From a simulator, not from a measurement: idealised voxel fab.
This is a process module. Its name is voxel transistor to metal.
Each square cell in cross-section cut measures 5 nm, and the section as a whole is 145 nm wide.
Notation: cross-section as square-cell grid; stated in bands, top first, going down; one or more cell rows per band. In this notation a band is specified by the heights of its top and bottom, in that order and in nm, after which its materials appear from left to right, each paired with its width in nm. The word "everywhere" attached to a single material means that material fills the band from edge to edge; the word "empty" stands for empty space. A quick word on heights: they are counted from 0, and under that level the wafer as it came to us is one material throughout. The lowest band is different from the rest in having no bottom; it simply continues downward, written as in "0 and below". You'd read "30 to 40" like this: the band's top row of cells is as wide as the first number, its bottom row is as wide as the second, and going down, every row changes width by the same amount as the row before did. Where a step carries "changes: none", the cross-section came out of it unchanged, cell for cell. The label "Sealed void inventory" introduces a list of the empty spaces, 8 cells or larger, that have no open way up to the top; each entry in it reads width x height at distance, where the distance is taken from the left edge and all three are stated in nm. Read whatever lies past the settings on a step's line as the simulator's own remark about the step. overlay nm: mask offset rightward from planned place, masked step; negative means leftward offset. Every pair from here on: before one process step, after it. The after cross-section reaches only to the lowest band that changed. Below the pair: the step in between and its settings. Pairs can belong to different runs of this module on the same starting wafer; a pair carries on from the pair above only if the entry headed "Ahead of processing" says so.

### Ahead of processing
    40 down to 35  30 nm TiN, 5 nm empty, 75 nm TiN, 5 nm empty, 30 nm TiN
    35 down to 20  25 nm SiO2, 5 nm TiN, 5 nm empty, 5 nm TiN, 65 nm SiO2, 5 nm TiN, 5 nm empty, 5 nm TiN, 25 nm SiO2
    20 down to 0  25 nm SiO2, 5 nm TiN, 5 nm empty, 5 nm TiN, 10 nm SiO2, 5 nm SiN, 5 nm HfO2, 5 nm TiN, 15 nm W, 5 nm TiN, 5 nm HfO2, 5 nm SiN, 10 nm SiO2, 5 nm TiN, 5 nm empty, 5 nm TiN, 25 nm SiO2
    0 down to -5  25 nm SiO2, 5 nm TiN, 5 nm empty, 5 nm TiN, 10 nm SiO2, 5 nm SiN, 5 nm HfO2, 25 nm TiN, 5 nm HfO2, 5 nm SiN, 10 nm SiO2, 5 nm TiN, 5 nm empty, 5 nm TiN, 25 nm SiO2
    -5 down to -10  25 nm SiO2, 15 nm TiN, 10 nm SiO2, 45 nm HfO2, 10 nm SiO2, 15 nm TiN, 25 nm SiO2
    -10 down to -15  20 nm SiGe, 105 nm SiO2, 20 nm SiGe
    -15 down to -30  20 nm Si, 105 nm SiO2, 20 nm Si
    -30 and below  Si everywhere
    Sealed void inventory: none

### Post-Step Section View
    45 down to 40  Ru everywhere
    40 down to 35  30 nm TiN, 5 nm Ru, 75 nm TiN, 5 nm Ru, 30 nm TiN
    35 down to 20  25 nm SiO2, 5 nm TiN, 5 nm Ru, 5 nm TiN, 65 nm SiO2, 5 nm TiN, 5 nm Ru, 5 nm TiN, 25 nm SiO2
    20 down to 0  25 nm SiO2, 5 nm TiN, 5 nm Ru, 5 nm TiN, 10 nm SiO2, 5 nm SiN, 5 nm HfO2, 5 nm TiN, 15 nm W, 5 nm TiN, 5 nm HfO2, 5 nm SiN, 10 nm SiO2, 5 nm TiN, 5 nm Ru, 5 nm TiN, 25 nm SiO2
    0 down to -5  25 nm SiO2, 5 nm TiN, 5 nm Ru, 5 nm TiN, 10 nm SiO2, 5 nm SiN, 5 nm HfO2, 25 nm TiN, 5 nm HfO2, 5 nm SiN, 10 nm SiO2, 5 nm TiN, 5 nm Ru, 5 nm TiN, 25 nm SiO2
    below -5: unchanged
    Sealed void inventory: none
Transition step, before and after shown above: FILL_DEP: material Ru, thk nm 5

Ahead of processing: For the state before this step, see the after cross-section of the pair located directly above.

### Post-Step Section View
    35 down to 20  25 nm SiO2, 5 nm TiN, 5 nm Ru, 5 nm TiN, 65 nm SiO2, 5 nm TiN, 5 nm Ru, 5 nm TiN, 25 nm SiO2
    below 20: unchanged
    Sealed void inventory: none
Transition step, before and after shown above: CMP: height nm 35

Ahead of processing: For the state before this step, see the after cross-section of the pair located directly above.

### Post-Step Section View
    40 down to 35  SiCN everywhere
    below 35: unchanged
    Sealed void inventory: none
Transition step, before and after shown above: CONFORMAL_DEP: material SiCN, thk nm 5

Ahead of processing: For the state before this step, see the after cross-section of the pair located directly above.

### Post-Step Section View
    65 down to 40  SiO2 everywhere
    below 40: unchanged
    Sealed void inventory: none
Transition step, before and after shown above: DIRECTIONAL_DEP: material SiO2, thk nm 25

Ahead of processing: For the state before this step, see the after cross-section of the pair located directly above.

### Post-Step Section View
    65 down to 40  25 nm SiO2, 15 nm empty, 65 nm SiO2, 15 nm empty, 25 nm SiO2
    below 40: unchanged
    Sealed void inventory: none
Transition step, before and after shown above: MASKED_ETCH: tone open, mask id METAL_1, width nm 15, pitch nm 80, etch materials SiO2, depth nm 25, overlay nm 0

Ahead of processing: For the state before this step, see the after cross-section of the pair located directly above.

### Post-Step Section View
    65 down to 40  25 nm SiO2, 15 nm empty, 65 nm SiO2, 15 nm empty, 25 nm SiO2
    40 down to 35  25 nm SiCN, 15 nm empty, 65 nm SiCN, 15 nm empty, 25 nm SiCN
    below 35: unchanged
    Sealed void inventory: none
Transition step, before and after shown above: MASKED_ETCH: tone open, mask id METAL_1, width nm 15, pitch nm 80, etch materials SiCN, depth nm 5, overlay nm 0

Ahead of processing: For the state before this step, see the after cross-section of the pair located directly above.

### Post-Step Section View
    70 down to 65  30 nm TiN, 5 nm empty, 75 nm TiN, 5 nm empty, 30 nm TiN
    65 down to 40  25 nm SiO2, 5 nm TiN, 5 nm empty, 5 nm TiN, 65 nm SiO2, 5 nm TiN, 5 nm empty, 5 nm TiN, 25 nm SiO2
    40 down to 35  25 nm SiCN, 15 nm TiN, 65 nm SiCN, 15 nm TiN, 25 nm SiCN
    below 35: unchanged
    Sealed void inventory: none
Transition step, before and after shown above: CONFORMAL_DEP: material TiN, thk nm 5

Ahead of processing: For the state before this step, see the after cross-section of the pair located directly above.

### Post-Step Section View
    75 down to 70  Ru everywhere
    70 down to 65  30 nm TiN, 5 nm Ru, 75 nm TiN, 5 nm Ru, 30 nm TiN
    65 down to 40  25 nm SiO2, 5 nm TiN, 5 nm Ru, 5 nm TiN, 65 nm SiO2, 5 nm TiN, 5 nm Ru, 5 nm TiN, 25 nm SiO2
    below 40: unchanged
    Sealed void inventory: none
Transition step, before and after shown above: FILL_DEP: material Ru, thk nm 5

Ahead of processing: For the state before this step, see the after cross-section of the pair located directly above.

### Post-Step Section View
    65 down to 40  25 nm SiO2, 5 nm TiN, 5 nm Ru, 5 nm TiN, 65 nm SiO2, 5 nm TiN, 5 nm Ru, 5 nm TiN, 25 nm SiO2
    below 40: unchanged
    Sealed void inventory: none
Transition step, before and after shown above: CMP: height nm 65

Ahead of processing: For the state before this step, see the after cross-section of the pair located directly above.

### Post-Step Section View
    70 down to 65  20 nm empty, 25 nm Ru, 55 nm empty, 25 nm Ru, 20 nm empty
    below 65: unchanged
    Sealed void inventory: none
Transition step, before and after shown above: EPI: material Ru, thk nm 5

Ahead of processing: For the state before this step, see the after cross-section of the pair located directly above.

### Post-Step Section View
    75 down to 70  SiCN everywhere
    70 down to 65  20 nm SiCN, 25 nm Ru, 55 nm SiCN, 25 nm Ru, 20 nm SiCN
    below 65: unchanged
    Sealed void inventory: none
Transition step, before and after shown above: FILL_DEP: material SiCN, thk nm 5
